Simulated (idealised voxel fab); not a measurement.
Module name: voxel gate over fins (process module)
Cross-section cut spans 140 nm and uses square cells 5 nm in size.
In what follows, cross-sections appear as grids of square cells, described through bands that run from the top down, where every band is one or more rows of cells.
Heads up on the band format: heights come first, top then bottom, in nm. After that it's the materials left to right, each with its width in nm. A single material flagged "everywhere" fills the whole band edge to edge, and "air" means there's empty space there.
Heads up on the height convention: 0 is the point under which the incoming wafer is all one material, and the lowest band has no bottom, it just keeps going down, like "0..down".
A width such as "30 to 40" changes by the same amount from each row of cells to the next, from the band's top row to its bottom row.
A step reported as "stayed the same" is a step in which no cell of the cross-section changed.
Entry "Cavities, sealed". Content: empty spaces with no open connection to the top, size 8 cells or greater. Each: width x height at distance. Distance: from left edge. Unit: nm.
On each step's line, the part that comes after the settings is the simulator's own comment on the step.
overlay nm: right-of-plan distance of the mask on a masked step; negative values mean left-of-plan.

## Here's what the planned process steps look like
1: op RECEIVE | material Si
2: op CONFORMAL_DEP | material SiN | thk nm 5
3: op PATTERN | tone cover | mask id FINS | material resist | width nm 15 | pitch nm 40 | thk nm 20 | overlay nm 0
4: op DIRECTIONAL_ETCH | etch materials SiN | depth nm 5
5: op DIRECTIONAL_ETCH | etch materials Si | depth nm 40
6: op STRIP | etch materials resist
7: op FILL_DEP | material SiO2 | thk nm 10
8: op CMP | height nm 5
9: op SELECTIVE_ETCH | etch materials SiO2 | depth nm 20
10: op STRIP | etch materials SiN
11: op CONFORMAL_DEP | material HfO2 | thk nm 5
12: op CONFORMAL_DEP | material TiN | thk nm 5
13: op CONFORMAL_DEP | material TiAl | thk nm 5
14: op CONFORMAL_DEP | material TiN | thk nm 5
15: op FILL_DEP | material W | thk nm 10
16: op CMP | height nm 25
17: op CONFORMAL_DEP | material SiCN | thk nm 5

## The first of two wafers, run as planned

## Cross-section of the wafer upon arrival, representing the state reached after step 1
0..down = Si everywhere
Cavities, sealed: none

## Wafer after step 2 (cross-section)
5..0 = SiN everywhere
Heights below 0 show no change.

## Wafer after step 3 (cross-section)
25..5 = air 40 nm | resist 15 nm | air 25 nm | resist 15 nm | air 45 nm
Heights below 5 show no change.

## Wafer after step 4 (cross-section)
25..5 = air 40 nm | resist 15 nm | air 25 nm | resist 15 nm | air 45 nm
5..0 = air 40 nm | SiN 15 nm | air 25 nm | SiN 15 nm | air 45 nm
Heights below 0 show no change.

## Wafer after step 5 (cross-section)
25..5 = air 40 nm | resist 15 nm | air 25 nm | resist 15 nm | air 45 nm
5..0 = air 40 nm | SiN 15 nm | air 25 nm | SiN 15 nm | air 45 nm
0..-40 = air 40 nm | Si 15 nm | air 25 nm | Si 15 nm | air 45 nm
Heights below -40 show no change.

## Wafer after step 6 (cross-section)
5..0 = air 40 nm | SiN 15 nm | air 25 nm | SiN 15 nm | air 45 nm
Heights below 0 show no change.

## Wafer after step 7 (cross-section)
15..5 = SiO2 everywhere
5..0 = SiO2 40 nm | SiN 15 nm | SiO2 25 nm | SiN 15 nm | SiO2 45 nm
0..-40 = SiO2 40 nm | Si 15 nm | SiO2 25 nm | Si 15 nm | SiO2 45 nm
Heights below -40 show no change.

## Wafer after step 8 (cross-section)
5..0 = SiO2 40 nm | SiN 15 nm | SiO2 25 nm | SiN 15 nm | SiO2 45 nm
Heights below 0 show no change.

## Wafer after step 9 (cross-section)
5..0 = air 40 nm | SiN 15 nm | air 25 nm | SiN 15 nm | air 45 nm
0..-15 = air 40 nm | Si 15 nm | air 25 nm | Si 15 nm | air 45 nm
Heights below -15 show no change.

## Wafer after step 10 (cross-section)
0..-15 = air 40 nm | Si 15 nm | air 25 nm | Si 15 nm | air 45 nm
Heights below -15 show no change.

## Wafer after step 11 (cross-section)
5..0 = air 35 nm | HfO2 25 nm | air 15 nm | HfO2 25 nm | air 40 nm
0..-10 = air 35 nm | HfO2 5 nm | Si 15 nm | HfO2 5 nm | air 15 nm | HfO2 5 nm | Si 15 nm | HfO2 5 nm | air 40 nm
-10..-15 = HfO2 40 nm | Si 15 nm | HfO2 25 nm | Si 15 nm | HfO2 45 nm
Heights below -15 show no change.

## Wafer after step 12 (cross-section)
10..5 = air 30 nm | TiN 35 nm | air 5 nm | TiN 35 nm | air 35 nm
5..0 = air 30 nm | TiN 5 nm | HfO2 25 nm | TiN 5 nm | air 5 nm | TiN 5 nm | HfO2 25 nm | TiN 5 nm | air 35 nm
0..-5 = air 30 nm | TiN 5 nm | HfO2 5 nm | Si 15 nm | HfO2 5 nm | TiN 5 nm | air 5 nm | TiN 5 nm | HfO2 5 nm | Si 15 nm | HfO2 5 nm | TiN 5 nm | air 35 nm
-5..-10 = TiN 35 nm | HfO2 5 nm | Si 15 nm | HfO2 5 nm | TiN 15 nm | HfO2 5 nm | Si 15 nm | HfO2 5 nm | TiN 40 nm
Heights below -10 show no change.

## Wafer after step 13 (cross-section)
15..10 = air 25 nm | TiAl 85 nm | air 30 nm
10..5 = air 25 nm | TiAl 5 nm | TiN 35 nm | TiAl 5 nm | TiN 35 nm | TiAl 5 nm | air 30 nm
5..0 = air 25 nm | TiAl 5 nm | TiN 5 nm | HfO2 25 nm | TiN 5 nm | TiAl 5 nm | TiN 5 nm | HfO2 25 nm | TiN 5 nm | TiAl 5 nm | air 30 nm
0..-5 = TiAl 30 nm | TiN 5 nm | HfO2 5 nm | Si 15 nm | HfO2 5 nm | TiN 5 nm | TiAl 5 nm | TiN 5 nm | HfO2 5 nm | Si 15 nm | HfO2 5 nm | TiN 5 nm | TiAl 35 nm
Heights below -5 show no change.

## Wafer after step 14 (cross-section)
20..15 = air 20 nm | TiN 95 nm | air 25 nm
15..10 = air 20 nm | TiN 5 nm | TiAl 85 nm | TiN 5 nm | air 25 nm
10..5 = air 20 nm | TiN 5 nm | TiAl 5 nm | TiN 35 nm | TiAl 5 nm | TiN 35 nm | TiAl 5 nm | TiN 5 nm | air 25 nm
5..0 = TiN 25 nm | TiAl 5 nm | TiN 5 nm | HfO2 25 nm | TiN 5 nm | TiAl 5 nm | TiN 5 nm | HfO2 25 nm | TiN 5 nm | TiAl 5 nm | TiN 30 nm
Heights below 0 show no change.

## Wafer after step 15 (cross-section)
30..20 = W everywhere
20..15 = W 20 nm | TiN 95 nm | W 25 nm
15..10 = W 20 nm | TiN 5 nm | TiAl 85 nm | TiN 5 nm | W 25 nm
10..5 = W 20 nm | TiN 5 nm | TiAl 5 nm | TiN 35 nm | TiAl 5 nm | TiN 35 nm | TiAl 5 nm | TiN 5 nm | W 25 nm
Heights below 5 show no change.

## Wafer after step 16 (cross-section)
25..20 = W everywhere
Heights below 20 show no change.

## Wafer after step 17 (cross-section)
30..25 = SiCN everywhere
Heights below 25 show no change.

## The second wafer was prepared from the same starting point and under the same plan as the first; its processing contained one mistake, and it remains indistinguishable from the first wafer up to and including step 2

## Cross-section of the second wafer corresponding to the planned conclusion of step 3
25..5 = air 35 nm | resist 15 nm | air 25 nm | resist 15 nm | air 50 nm
Heights below 5 show no change.

## Cross-section of the second wafer corresponding to the planned conclusion of step 4
25..5 = air 35 nm | resist 15 nm | air 25 nm | resist 15 nm | air 50 nm
5..0 = air 35 nm | SiN 15 nm | air 25 nm | SiN 15 nm | air 50 nm
Heights below 0 show no change.

## Cross-section of the second wafer corresponding to the planned conclusion of step 5
25..5 = air 35 nm | resist 15 nm | air 25 nm | resist 15 nm | air 50 nm
5..0 = air 35 nm | SiN 15 nm | air 25 nm | SiN 15 nm | air 50 nm
0..-40 = air 35 nm | Si 15 nm | air 25 nm | Si 15 nm | air 50 nm
Heights below -40 show no change.

## Cross-section of the second wafer corresponding to the planned conclusion of step 6
5..0 = air 35 nm | SiN 15 nm | air 25 nm | SiN 15 nm | air 50 nm
Heights below 0 show no change.

## Cross-section of the second wafer corresponding to the planned conclusion of step 7
15..5 = SiO2 everywhere
5..0 = SiO2 35 nm | SiN 15 nm | SiO2 25 nm | SiN 15 nm | SiO2 50 nm
0..-40 = SiO2 35 nm | Si 15 nm | SiO2 25 nm | Si 15 nm | SiO2 50 nm
Heights below -40 show no change.

## Cross-section of the second wafer corresponding to the planned conclusion of step 8
5..0 = SiO2 35 nm | SiN 15 nm | SiO2 25 nm | SiN 15 nm | SiO2 50 nm
Heights below 0 show no change.

## Cross-section of the second wafer corresponding to the planned conclusion of step 9
5..0 = air 35 nm | SiN 15 nm | air 25 nm | SiN 15 nm | air 50 nm
0..-15 = air 35 nm | Si 15 nm | air 25 nm | Si 15 nm | air 50 nm
Heights below -15 show no change.

## Cross-section of the second wafer corresponding to the planned conclusion of step 10
0..-15 = air 35 nm | Si 15 nm | air 25 nm | Si 15 nm | air 50 nm
Heights below -15 show no change.

## Cross-section of the second wafer corresponding to the planned conclusion of step 11
5..0 = air 30 nm | HfO2 25 nm | air 15 nm | HfO2 25 nm | air 45 nm
0..-10 = air 30 nm | HfO2 5 nm | Si 15 nm | HfO2 5 nm | air 15 nm | HfO2 5 nm | Si 15 nm | HfO2 5 nm | air 45 nm
-10..-15 = HfO2 35 nm | Si 15 nm | HfO2 25 nm | Si 15 nm | HfO2 50 nm
Heights below -15 show no change.

## Cross-section of the second wafer corresponding to the planned conclusion of step 12
10..5 = air 25 nm | TiN 35 nm | air 5 nm | TiN 35 nm | air 40 nm
5..0 = air 25 nm | TiN 5 nm | HfO2 25 nm | TiN 5 nm | air 5 nm | TiN 5 nm | HfO2 25 nm | TiN 5 nm | air 40 nm
0..-5 = air 25 nm | TiN 5 nm | HfO2 5 nm | Si 15 nm | HfO2 5 nm | TiN 5 nm | air 5 nm | TiN 5 nm | HfO2 5 nm | Si 15 nm | HfO2 5 nm | TiN 5 nm | air 40 nm
-5..-10 = TiN 30 nm | HfO2 5 nm | Si 15 nm | HfO2 5 nm | TiN 15 nm | HfO2 5 nm | Si 15 nm | HfO2 5 nm | TiN 45 nm
Heights below -10 show no change.

## Cross-section of the second wafer corresponding to the planned conclusion of step 13
15..10 = air 20 nm | TiAl 85 nm | air 35 nm
10..5 = air 20 nm | TiAl 5 nm | TiN 35 nm | TiAl 5 nm | TiN 35 nm | TiAl 5 nm | air 35 nm
5..0 = air 20 nm | TiAl 5 nm | TiN 5 nm | HfO2 25 nm | TiN 5 nm | TiAl 5 nm | TiN 5 nm | HfO2 25 nm | TiN 5 nm | TiAl 5 nm | air 35 nm
0..-5 = TiAl 25 nm | TiN 5 nm | HfO2 5 nm | Si 15 nm | HfO2 5 nm | TiN 5 nm | TiAl 5 nm | TiN 5 nm | HfO2 5 nm | Si 15 nm | HfO2 5 nm | TiN 5 nm | TiAl 40 nm
Heights below -5 show no change.

## Cross-section of the second wafer corresponding to the planned conclusion of step 14
20..15 = air 15 nm | TiN 95 nm | air 30 nm
15..10 = air 15 nm | TiN 5 nm | TiAl 85 nm | TiN 5 nm | air 30 nm
10..5 = air 15 nm | TiN 5 nm | TiAl 5 nm | TiN 35 nm | TiAl 5 nm | TiN 35 nm | TiAl 5 nm | TiN 5 nm | air 30 nm
5..0 = TiN 20 nm | TiAl 5 nm | TiN 5 nm | HfO2 25 nm | TiN 5 nm | TiAl 5 nm | TiN 5 nm | HfO2 25 nm | TiN 5 nm | TiAl 5 nm | TiN 35 nm
Heights below 0 show no change.

## Cross-section of the second wafer corresponding to the planned conclusion of step 15
30..20 = W everywhere
20..15 = W 15 nm | TiN 95 nm | W 30 nm
15..10 = W 15 nm | TiN 5 nm | TiAl 85 nm | TiN 5 nm | W 30 nm
10..5 = W 15 nm | TiN 5 nm | TiAl 5 nm | TiN 35 nm | TiAl 5 nm | TiN 35 nm | TiAl 5 nm | TiN 5 nm | W 30 nm
Heights below 5 show no change.

## Cross-section of the second wafer corresponding to the planned conclusion of step 16
25..20 = W everywhere
Heights below 20 show no change.

## Cross-section of the second wafer corresponding to the planned conclusion of step 17
30..25 = SiCN everywhere
Heights below 25 show no change.
Deviation from plan: step 3 changed vs plan, executed as op PATTERN | tone cover | mask id FINS | material resist | width nm 15 | pitch nm 40 | thk nm 20 | overlay nm -5
End check, second vs first wafer: material counts in cells match, positions do not.
